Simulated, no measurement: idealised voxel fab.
Title: Process Module voxel gate over fins
cross-section cut | 240 nm wide | cells 5 nm
Cross-section, as written here: a square-cell grid given band by band from the top down, where a band holds one or more rows of cells.
Look at the band entry: it leads with the top's height and the bottom's height in nm. Then it lists the materials left to right, with a width in nm for each. The word "all across" on a single material says that material fills the band edge to edge. The word "empty" is empty space.
The level at which height equals 0 is the one under which the wafer, as it arrives, is entirely one material. No lower edge exists for the bottom band, which continues downward and is notated as in "from 0 down".
Quick explanation for "30 to 40": the width changes in equal steps down the rows of cells, from the first number in the band's top row to the second number in its bottom row.
Step note "identical to before" = no cross-section cell changed.
This entry, "Non-vented voids", enumerates those empty regions of no fewer than 8 cells that possess no open connection to the top. Each region is reported in the form width x height at distance, the distance being taken from the left edge, with all three quantities expressed in nm.
Past the settings on a step's line: simulator remark, on that step.
"overlay nm", when on a step's line for a step with a mask, measures how far to the right of its planned place the mask lay; a negative measure means to the left.

STEPS IN THE PROCESS PLAN
1: RECEIVE [material Si]
2: CONFORMAL_DEP [material SiN] [thk nm 5]
3: PATTERN [tone cover] [mask id FINS] [material resist] [width nm 15] [pitch nm 60] [thk nm 20] [overlay nm 0]
4: DIRECTIONAL_ETCH [etch materials SiN] [depth nm 5]
5: DIRECTIONAL_ETCH [etch materials Si] [depth nm 35]
6: STRIP [etch materials resist]
7: OXIDIZE [depth nm 5]
8: FILL_DEP [material SiO2] [thk nm 15]
9: CMP [height nm 5]
10: MASKED_ETCH [tone open] [mask id RAIL] [width nm 15] [etch materials SiO2] [depth nm 35] [overlay nm -15]
11: CONFORMAL_DEP [material TiN] [thk nm 5]
12: FILL_DEP [material W] [thk nm 5]
13: CMP [height nm 5]
14: SELECTIVE_ETCH [etch materials W Ru TiN] [depth nm 30]
15: FILL_DEP [material SiO2] [thk nm 5]
16: CMP [height nm 5]
17: SELECTIVE_ETCH [etch materials SiO2] [depth nm 20]
18: STRIP [etch materials SiN]
19: CONFORMAL_DEP [material HfO2] [thk nm 5]
20: CONFORMAL_DEP [material TiN] [thk nm 5]
21: CONFORMAL_DEP [material TiAl] [thk nm 5]
22: CONFORMAL_DEP [material TiN] [thk nm 5]
23: FILL_DEP [material W] [thk nm 15]
24: CMP [height nm 30]
25: CONFORMAL_DEP [material SiCN] [thk nm 5]
What sets these wafers apart? The overlay nm at step 10. They all start alike, and the plan carries the first wafer's value.

CROSS-SECTION, FIRST OF SEVERAL WAFERS, AS DELIVERED AFTER STEP 1
from 0 down: Si all across
Non-vented voids: none

WAFER CROSS-SECTION (FIRST OF SEVERAL) - MODULE END, POST STEP 25 (LAST STEP)
from 35 to 30: SiCN all across
from 30 to 20: W all across
from 20 to 15: 65 nm W / 45 nm TiN / 15 nm W / 45 nm TiN / 70 nm W
from 15 to 10: 65 nm W / 5 nm TiN / 35 nm TiAl / 5 nm TiN / 15 nm W / 5 nm TiN / 35 nm TiAl / 5 nm TiN / 70 nm W
from 10 to 5: 65 nm W / 5 nm TiN / 5 nm TiAl / 25 nm TiN / 5 nm TiAl / 5 nm TiN / 15 nm W / 5 nm TiN / 5 nm TiAl / 25 nm TiN / 5 nm TiAl / 5 nm TiN / 70 nm W
from 5 to 0: 70 nm TiN / 5 nm TiAl / 5 nm TiN / 15 nm HfO2 / 5 nm TiN / 5 nm TiAl / 25 nm TiN / 5 nm TiAl / 5 nm TiN / 15 nm HfO2 / 5 nm TiN / 5 nm TiAl / 75 nm TiN
from 0 to -5: 75 nm TiAl / 5 nm TiN / 5 nm HfO2 / 5 nm Si / 5 nm HfO2 / 5 nm TiN / 35 nm TiAl / 5 nm TiN / 5 nm HfO2 / 5 nm Si / 5 nm HfO2 / 5 nm TiN / 80 nm TiAl
from -5 to -10: 80 nm TiN / 5 nm HfO2 / 5 nm Si / 5 nm HfO2 / 45 nm TiN / 5 nm HfO2 / 5 nm Si / 5 nm HfO2 / 85 nm TiN
from -10 to -15: 85 nm HfO2 / 5 nm Si / 55 nm HfO2 / 5 nm Si / 90 nm HfO2
from -15 to -25: 85 nm SiO2 / 5 nm Si / 55 nm SiO2 / 5 nm Si / 90 nm SiO2
from -25 to -30: 85 nm SiO2 / 5 nm Si / 5 nm SiO2 / 15 nm TiN / 35 nm SiO2 / 5 nm Si / 90 nm SiO2
from -30 to -40: 85 nm SiO2 / 5 nm Si / 55 nm SiO2 / 5 nm Si / 90 nm SiO2
from -40 down: Si all across
Non-vented voids: none

AT THE END OF THE MODULE, THE LAST OF SEVERAL WAFERS IN CROSS-SECTION
from 35 to 30: SiCN all across
from 30 to 20: W all across
from 20 to 15: 65 nm W / 45 nm TiN / 15 nm W / 45 nm TiN / 70 nm W
from 15 to 10: 65 nm W / 5 nm TiN / 35 nm TiAl / 5 nm TiN / 15 nm W / 5 nm TiN / 35 nm TiAl / 5 nm TiN / 70 nm W
from 10 to 5: 65 nm W / 5 nm TiN / 5 nm TiAl / 25 nm TiN / 5 nm TiAl / 5 nm TiN / 15 nm W / 5 nm TiN / 5 nm TiAl / 25 nm TiN / 5 nm TiAl / 5 nm TiN / 70 nm W
from 5 to 0: 70 nm TiN / 5 nm TiAl / 5 nm TiN / 15 nm HfO2 / 5 nm TiN / 5 nm TiAl / 25 nm TiN / 5 nm TiAl / 5 nm TiN / 15 nm HfO2 / 5 nm TiN / 5 nm TiAl / 75 nm TiN
from 0 to -5: 75 nm TiAl / 5 nm TiN / 5 nm HfO2 / 5 nm Si / 5 nm HfO2 / 5 nm TiN / 35 nm TiAl / 5 nm TiN / 5 nm HfO2 / 5 nm Si / 5 nm HfO2 / 5 nm TiN / 80 nm TiAl
from -5 to -10: 80 nm TiN / 5 nm HfO2 / 5 nm Si / 5 nm HfO2 / 45 nm TiN / 5 nm HfO2 / 5 nm Si / 5 nm HfO2 / 85 nm TiN
from -10 to -15: 85 nm HfO2 / 5 nm Si / 55 nm HfO2 / 5 nm Si / 90 nm HfO2
from -15 to -25: 85 nm SiO2 / 5 nm Si / 55 nm SiO2 / 5 nm Si / 90 nm SiO2
from -25 to -30: 85 nm SiO2 / 5 nm Si / 35 nm SiO2 / 15 nm TiN / 5 nm SiO2 / 5 nm Si / 90 nm SiO2
from -30 to -40: 85 nm SiO2 / 5 nm Si / 55 nm SiO2 / 5 nm Si / 90 nm SiO2
from -40 down: Si all across
Non-vented voids: none

NOTE: THE FOLLOWING TABLE IS ARRANGED BY WAFER, A ROW APIECE. EACH ROW REPORTS THE END-OF-MODULE STATE: PER MATERIAL, CELLS GAINED (+) OR CELLS LOST (-) COMPARED WITH THE WAFER AS RECEIVED; CLOSED VOIDS FOLLOW
overlay nm -15 | +60 HfO2 | -368 Si | +48 SiCN | +227 SiO2 | +60 TiAl | +123 TiN | +186 W | Non-vented voids: none
overlay nm -10 | +60 HfO2 | -368 Si | +48 SiCN | +227 SiO2 | +60 TiAl | +123 TiN | +186 W | Non-vented voids: none
overlay nm -5 | +60 HfO2 | -368 Si | +48 SiCN | +227 SiO2 | +60 TiAl | +123 TiN | +186 W | Non-vented voids: none
overlay nm 0 | +60 HfO2 | -368 Si | +48 SiCN | +227 SiO2 | +60 TiAl | +123 TiN | +186 W | Non-vented voids: none
overlay nm 5 | +60 HfO2 | -368 Si | +48 SiCN | +227 SiO2 | +60 TiAl | +123 TiN | +186 W | Non-vented voids: none
overlay nm 10 | +60 HfO2 | -368 Si | +48 SiCN | +227 SiO2 | +60 TiAl | +123 TiN | +186 W | Non-vented voids: none
overlay nm 15 | +60 HfO2 | -368 Si | +48 SiCN | +227 SiO2 | +60 TiAl | +123 TiN | +186 W | Non-vented voids: none
